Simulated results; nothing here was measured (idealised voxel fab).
Process module, titled voxel self aligned vias
The width of the displayed cross-section, cut, is 160 nm; its cells are square, with a size of 5 nm.
Reading order for cross-sections: top band down to bottom band. Underlying form: a grid of square cells. Band size: one or more rows of cells.
Per band: top height and bottom height in nm, followed by the left-to-right materials and their widths in nm; "all across" marks a single material spanning edge to edge, "air" marks empty space.
Height reference: 0 = level under which incoming wafer is all one material. Lowest band: no bottom, runs on downward, e.g. "0 nm and below".
Per-row width for "30->40": begins at first number (top row of band), ends at second number (bottom row), increment between rows held constant.
You'll sometimes find "all unchanged" written for a step, and that's the way of saying that nowhere in the cross-section did a cell change during that step.
Listed in "Enclosed voids": every empty space of 8 or more cells without an open way to the top. Form: width x height at distance, the distance being from the left edge, all in nm.
What comes after the settings on a step's line is commentary from the simulator itself on that step.
The setting "overlay nm" may be written on the line of a step. When the step uses a mask, the value reports how far to the right of the planned place the mask lay, and a negative value reports that it lay to the left.

-- Planned process steps
step 1: RECEIVE with material Si
step 2: CONFORMAL_DEP with material SiO2, thk nm 10
step 3: CONFORMAL_DEP with material SiCN, thk nm 5
step 4: DIRECTIONAL_DEP with material lowk, thk nm 25
step 5: DIRECTIONAL_DEP with material aC, thk nm 15
step 6: PATTERN with tone open, mask id LINES, material resist, width nm 25, pitch nm 55, thk nm 30, overlay nm 0
step 7: DIRECTIONAL_ETCH with etch materials aC, depth nm 15
step 8: STRIP with etch materials resist
step 9: DIRECTIONAL_ETCH with etch materials lowk, depth nm 25
step 10: STRIP with etch materials aC
step 11: CONFORMAL_DEP with material TiN, thk nm 5
step 12: FILL_DEP with material Ru, thk nm 5
step 13: CMP with height nm 40
step 14: SELECTIVE_ETCH with etch materials W Ru TiN, depth nm 5
step 15: FILL_DEP with material SiN, thk nm 10
step 16: CMP with height nm 40
step 17: DIRECTIONAL_DEP with material lowk, thk nm 15
step 18: PATTERN with tone open, mask id VIAS, material resist, width nm 35, pitch nm 55, thk nm 15, overlay nm 0
step 19: DIRECTIONAL_ETCH with etch materials lowk, depth nm 15
step 20: DIRECTIONAL_ETCH with etch materials SiN, depth nm 5
step 21: STRIP with etch materials resist
step 22: CONFORMAL_DEP with material TiN, thk nm 5
step 23: FILL_DEP with material W, thk nm 10
step 24: CMP with height nm 55
step 25: CONFORMAL_DEP with material SiN, thk nm 5

-- Cross-section of the wafer at receipt, which is the condition after step 1
  0 nm and below = Si all across
  Enclosed voids: none

-- First wafer of two, sectioned at end of module; run went per plan
  60 nm to 55 nm = SiN all across
  55 nm to 45 nm = lowk (35); TiN (5); W (25); TiN (5); lowk (20); TiN (5); W (25); TiN (5); lowk (35)
  45 nm to 40 nm = lowk (35); TiN (10); W (15); TiN (10); lowk (20); TiN (10); W (15); TiN (10); lowk (35)
  40 nm to 35 nm = lowk (40); TiN (25); lowk (30); TiN (25); lowk (40)
  35 nm to 20 nm = lowk (40); TiN (5); Ru (15); TiN (5); lowk (30); TiN (5); Ru (15); TiN (5); lowk (40)
  20 nm to 15 nm = lowk (40); TiN (25); lowk (30); TiN (25); lowk (40)
  15 nm to 10 nm = SiCN all across
  10 nm to 0 nm = SiO2 all across
  0 nm and below = Si all across
  Enclosed voids: none

-- Cross-section, wafer two of two, end of module: same start and plan as wafer one, one error in execution
  75 nm to 70 nm = SiN all across
  70 nm to 60 nm = W all across
  60 nm to 55 nm = TiN (40); W (25); TiN (30); W (25); TiN (40)
  55 nm to 45 nm = lowk (35); TiN (5); W (25); TiN (5); lowk (20); TiN (5); W (25); TiN (5); lowk (35)
  45 nm to 40 nm = lowk (35); TiN (10); W (15); TiN (10); lowk (20); TiN (10); W (15); TiN (10); lowk (35)
  40 nm to 35 nm = lowk (40); TiN (25); lowk (30); TiN (25); lowk (40)
  35 nm to 20 nm = lowk (40); TiN (5); Ru (15); TiN (5); lowk (30); TiN (5); Ru (15); TiN (5); lowk (40)
  20 nm to 15 nm = lowk (40); TiN (25); lowk (30); TiN (25); lowk (40)
  15 nm to 10 nm = SiCN all across
  10 nm to 0 nm = SiO2 all across
  0 nm and below = Si all across
  Enclosed voids: none
Error vs. plan: heads up, step 24 of the plan was skipped and never actually ran
Per the end-of-run cell counts, the second wafer holds more or fewer of some materials than the first: 22 more of TiN, 74 more of W
